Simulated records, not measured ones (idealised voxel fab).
Module name: voxel self aligned contacts (process module)
Pictured: cross-section cut, 250 nm wide, on a grid of 5 nm square cells.
Think of the cross-section as a grid of square cells. We describe it in bands, top to bottom, and each band covers one or more rows of those cells.
Read a band's entry like this: the first values are the height of its top and the height of its bottom in nm, and what follows is the sequence of materials from left to right, each with its width in nm. Note that "blank" is empty space, and that a single material marked "full width" reaches across the band from edge to edge.
Zero point of the height axis is 0; under it, received wafer = one material. Lowest band: continues down indefinitely, "top 0, no bottom".
The expression "30..40" gives the width at the extremes of the band, the first number at its top row of cells and the second at its bottom row, with the width changing by equal amounts from each row to the next in between.
"nothing different" means the step left every cell of the cross-section as it was.
Under "Sealed-off cavities" you'll find the enclosed gaps, the ones with no way out to the top, that are 8 cells or bigger; each reads width x height at distance, with distance counted from the left edge, everything in nm.
Whatever follows a step's settings on its line is a remark the simulator itself makes about that step.
Regarding "overlay nm": on a step with a mask, it is the distance the mask lay to the right of its planned place; a negative value places it to the left.

Here's what the planned process steps look like
1: RECEIVE with material Si
2: CONFORMAL_DEP with material SiO2, thk nm 5
3: DIRECTIONAL_DEP with material polySi, thk nm 25
4: DIRECTIONAL_DEP with material SiN, thk nm 20
5: DIRECTIONAL_DEP with material aC, thk nm 10
6: PATTERN with tone cover, mask id GATE, material resist, width nm 35, pitch nm 70, thk nm 30, overlay nm 0
7: DIRECTIONAL_ETCH with etch materials aC, depth nm 10
8: STRIP with etch materials resist
9: DIRECTIONAL_ETCH with etch materials SiN, depth nm 20
10: DIRECTIONAL_ETCH with etch materials polySi, depth nm 25
11: STRIP with etch materials aC
12: CONFORMAL_DEP with material SiN, thk nm 5
13: DIRECTIONAL_ETCH with etch materials SiN, depth nm 5
14: FILL_DEP with material SiO2, thk nm 15
15: CMP with height nm 60
16: DIRECTIONAL_DEP with material aC, thk nm 10
17: PATTERN with tone open, mask id CONTACT, material resist, width nm 55, pitch nm 70, thk nm 25, overlay nm 0
18: DIRECTIONAL_ETCH with etch materials aC, depth nm 10
19: STRIP with etch materials resist
20: DIRECTIONAL_ETCH with etch materials SiO2, depth nm 60
21: STRIP with etch materials aC
22: CONFORMAL_DEP with material TiN, thk nm 5
23: FILL_DEP with material Ru, thk nm 10
24: CMP with height nm 60
25: CONFORMAL_DEP with material SiN, thk nm 5

Below: the first of two wafers, run as planned

Incoming wafer, cross-sectional view, post step 1
    top 0, no bottom: Si full width
    Sealed-off cavities: none

After step 2, in cross-section
    top 5, bottom 0: SiO2 full width
    For the remainder of the cross-section, below 0, there is no change.

After step 3, in cross-section
    top 30, bottom 5: polySi full width
    For the remainder of the cross-section, below 5, there is no change.

After step 4, in cross-section
    top 50, bottom 30: SiN full width
    For the remainder of the cross-section, below 30, there is no change.

After step 5, in cross-section
    top 60, bottom 50: aC full width
    For the remainder of the cross-section, below 50, there is no change.

After step 6, in cross-section
    top 90, bottom 60: blank 35 nm, then resist 35 nm, then blank 35 nm, then resist 35 nm, then blank 35 nm, then resist 35 nm, then blank 40 nm
    For the remainder of the cross-section, below 60, there is no change.

After step 7, in cross-section
    top 80, bottom 60: blank 35 nm, then resist 35 nm, then blank 35 nm, then resist 35 nm, then blank 35 nm, then resist 35 nm, then blank 40 nm
    top 60, bottom 50: blank 35 nm, then aC 35 nm, then blank 35 nm, then aC 35 nm, then blank 35 nm, then aC 35 nm, then blank 40 nm
    For the remainder of the cross-section, below 50, there is no change.

After step 8, in cross-section
    top 60, bottom 50: blank 35 nm, then aC 35 nm, then blank 35 nm, then aC 35 nm, then blank 35 nm, then aC 35 nm, then blank 40 nm
    For the remainder of the cross-section, below 50, there is no change.

After step 9, in cross-section
    top 60, bottom 50: blank 35 nm, then aC 35 nm, then blank 35 nm, then aC 35 nm, then blank 35 nm, then aC 35 nm, then blank 40 nm
    top 50, bottom 30: blank 35 nm, then SiN 35 nm, then blank 35 nm, then SiN 35 nm, then blank 35 nm, then SiN 35 nm, then blank 40 nm
    For the remainder of the cross-section, below 30, there is no change.

After step 10, in cross-section
    top 60, bottom 50: blank 35 nm, then aC 35 nm, then blank 35 nm, then aC 35 nm, then blank 35 nm, then aC 35 nm, then blank 40 nm
    top 50, bottom 30: blank 35 nm, then SiN 35 nm, then blank 35 nm, then SiN 35 nm, then blank 35 nm, then SiN 35 nm, then blank 40 nm
    top 30, bottom 5: blank 35 nm, then polySi 35 nm, then blank 35 nm, then polySi 35 nm, then blank 35 nm, then polySi 35 nm, then blank 40 nm
    For the remainder of the cross-section, below 5, there is no change.

After step 11, in cross-section
    top 50, bottom 30: blank 35 nm, then SiN 35 nm, then blank 35 nm, then SiN 35 nm, then blank 35 nm, then SiN 35 nm, then blank 40 nm
    For the remainder of the cross-section, below 30, there is no change.

After step 12, in cross-section
    top 55, bottom 30: blank 30 nm, then SiN 45 nm, then blank 25 nm, then SiN 45 nm, then blank 25 nm, then SiN 45 nm, then blank 35 nm
    top 30, bottom 10: blank 30 nm, then SiN 5 nm, then polySi 35 nm, then SiN 5 nm, then blank 25 nm, then SiN 5 nm, then polySi 35 nm, then SiN 5 nm, then blank 25 nm, then SiN 5 nm, then polySi 35 nm, then SiN 5 nm, then blank 35 nm
    top 10, bottom 5: SiN 35 nm, then polySi 35 nm, then SiN 35 nm, then polySi 35 nm, then SiN 35 nm, then polySi 35 nm, then SiN 40 nm
    For the remainder of the cross-section, below 5, there is no change.

After step 13, in cross-section
    top 50, bottom 30: blank 30 nm, then SiN 45 nm, then blank 25 nm, then SiN 45 nm, then blank 25 nm, then SiN 45 nm, then blank 35 nm
    top 30, bottom 5: blank 30 nm, then SiN 5 nm, then polySi 35 nm, then SiN 5 nm, then blank 25 nm, then SiN 5 nm, then polySi 35 nm, then SiN 5 nm, then blank 25 nm, then SiN 5 nm, then polySi 35 nm, then SiN 5 nm, then blank 35 nm
    For the remainder of the cross-section, below 5, there is no change.

After step 14, in cross-section
    top 65, bottom 50: SiO2 full width
    top 50, bottom 30: SiO2 30 nm, then SiN 45 nm, then SiO2 25 nm, then SiN 45 nm, then SiO2 25 nm, then SiN 45 nm, then SiO2 35 nm
    top 30, bottom 5: SiO2 30 nm, then SiN 5 nm, then polySi 35 nm, then SiN 5 nm, then SiO2 25 nm, then SiN 5 nm, then polySi 35 nm, then SiN 5 nm, then SiO2 25 nm, then SiN 5 nm, then polySi 35 nm, then SiN 5 nm, then SiO2 35 nm
    For the remainder of the cross-section, below 5, there is no change.

After step 15, in cross-section
    top 60, bottom 50: SiO2 full width
    For the remainder of the cross-section, below 50, there is no change.

After step 16, in cross-section
    top 70, bottom 60: aC full width
    For the remainder of the cross-section, below 60, there is no change.

After step 17, in cross-section
    top 95, bottom 70: resist 60 nm, then blank 55 nm, then resist 15 nm, then blank 55 nm, then resist 65 nm
    For the remainder of the cross-section, below 70, there is no change.

After step 18, in cross-section
    top 85, bottom 70: resist 60 nm, then blank 55 nm, then resist 15 nm, then blank 55 nm, then resist 65 nm
    top 70, bottom 60: aC 60 nm, then blank 55 nm, then aC 15 nm, then blank 55 nm, then aC 65 nm
    For the remainder of the cross-section, below 60, there is no change.

After step 19, in cross-section
    top 70, bottom 60: aC 60 nm, then blank 55 nm, then aC 15 nm, then blank 55 nm, then aC 65 nm
    For the remainder of the cross-section, below 60, there is no change.

After step 20, in cross-section
    top 70, bottom 60: aC 60 nm, then blank 55 nm, then aC 15 nm, then blank 55 nm, then aC 65 nm
    top 60, bottom 50: SiO2 60 nm, then blank 55 nm, then SiO2 15 nm, then blank 55 nm, then SiO2 65 nm
    top 50, bottom 30: SiO2 30 nm, then SiN 45 nm, then blank 25 nm, then SiN 45 nm, then blank 25 nm, then SiN 45 nm, then SiO2 35 nm
    top 30, bottom 5: SiO2 30 nm, then SiN 5 nm, then polySi 35 nm, then SiN 5 nm, then blank 25 nm, then SiN 5 nm, then polySi 35 nm, then SiN 5 nm, then blank 25 nm, then SiN 5 nm, then polySi 35 nm, then SiN 5 nm, then SiO2 35 nm
    top 5, bottom 0: SiO2 75 nm, then blank 25 nm, then SiO2 45 nm, then blank 25 nm, then SiO2 80 nm
    For the remainder of the cross-section, below 0, there is no change.

After step 21, in cross-section
    top 60, bottom 50: SiO2 60 nm, then blank 55 nm, then SiO2 15 nm, then blank 55 nm, then SiO2 65 nm
    For the remainder of the cross-section, below 50, there is no change.

After step 22, in cross-section
    top 65, bottom 60: TiN 65 nm, then blank 45 nm, then TiN 25 nm, then blank 45 nm, then TiN 70 nm
    top 60, bottom 50: SiO2 60 nm, then TiN 5..20 nm, then blank 45..15 nm, then TiN 5..20 nm, then SiO2 15 nm, then TiN 5..20 nm, then blank 45..15 nm, then TiN 5..20 nm, then SiO2 65 nm
    top 50, bottom 30: SiO2 30 nm, then SiN 45 nm, then TiN 5 nm, then blank 15 nm, then TiN 5 nm, then SiN 45 nm, then TiN 5 nm, then blank 15 nm, then TiN 5 nm, then SiN 45 nm, then SiO2 35 nm
    top 30, bottom 5: SiO2 30 nm, then SiN 5 nm, then polySi 35 nm, then SiN 5 nm, then TiN 5 nm, then blank 15 nm, then TiN 5 nm, then SiN 5 nm, then polySi 35 nm, then SiN 5 nm, then TiN 5 nm, then blank 15 nm, then TiN 5 nm, then SiN 5 nm, then polySi 35 nm, then SiN 5 nm, then SiO2 35 nm
    top 5, bottom 0: SiO2 75 nm, then TiN 25 nm, then SiO2 45 nm, then TiN 25 nm, then SiO2 80 nm
    For the remainder of the cross-section, below 0, there is no change.

After step 23, in cross-section
    top 75, bottom 65: Ru full width
    top 65, bottom 60: TiN 65 nm, then Ru 45 nm, then TiN 25 nm, then Ru 45 nm, then TiN 70 nm
    top 60, bottom 50: SiO2 60 nm, then TiN 5..20 nm, then Ru 45..15 nm, then TiN 5..20 nm, then SiO2 15 nm, then TiN 5..20 nm, then Ru 45..15 nm, then TiN 5..20 nm, then SiO2 65 nm
    top 50, bottom 30: SiO2 30 nm, then SiN 45 nm, then TiN 5 nm, then Ru 15 nm, then TiN 5 nm, then SiN 45 nm, then TiN 5 nm, then Ru 15 nm, then TiN 5 nm, then SiN 45 nm, then SiO2 35 nm
    top 30, bottom 5: SiO2 30 nm, then SiN 5 nm, then polySi 35 nm, then SiN 5 nm, then TiN 5 nm, then Ru 15 nm, then TiN 5 nm, then SiN 5 nm, then polySi 35 nm, then SiN 5 nm, then TiN 5 nm, then Ru 15 nm, then TiN 5 nm, then SiN 5 nm, then polySi 35 nm, then SiN 5 nm, then SiO2 35 nm
    For the remainder of the cross-section, below 5, there is no change.

After step 24, in cross-section
    top 60, bottom 50: SiO2 60 nm, then TiN 5..20 nm, then Ru 45..15 nm, then TiN 5..20 nm, then SiO2 15 nm, then TiN 5..20 nm, then Ru 45..15 nm, then TiN 5..20 nm, then SiO2 65 nm
    For the remainder of the cross-section, below 50, there is no change.

After step 25, in cross-section
    top 65, bottom 60: SiN full width
    For the remainder of the cross-section, below 60, there is no change.

The remaining wafer, second of the two, started like the first and was run to the same plan, except that one mistake was made along the way; the two coincide through step 23, inclusive

Cross-sectional representation of the second wafer at the time designated in the plan for the completion of step 24
    top 70, bottom 65: Ru full width
    For the remainder of the cross-section, below 65, there is no change.

Cross-sectional representation of the second wafer at the time designated in the plan for the completion of step 25
    top 75, bottom 70: SiN full width
    For the remainder of the cross-section, below 70, there is no change.
What was done differently from what was planned? step 24 deviated from plan and actually ran as CMP with height nm 70
Bottom line after processing is that, in cells, the second wafer is up or down on some materials versus the first: +68 Ru, +32 TiN
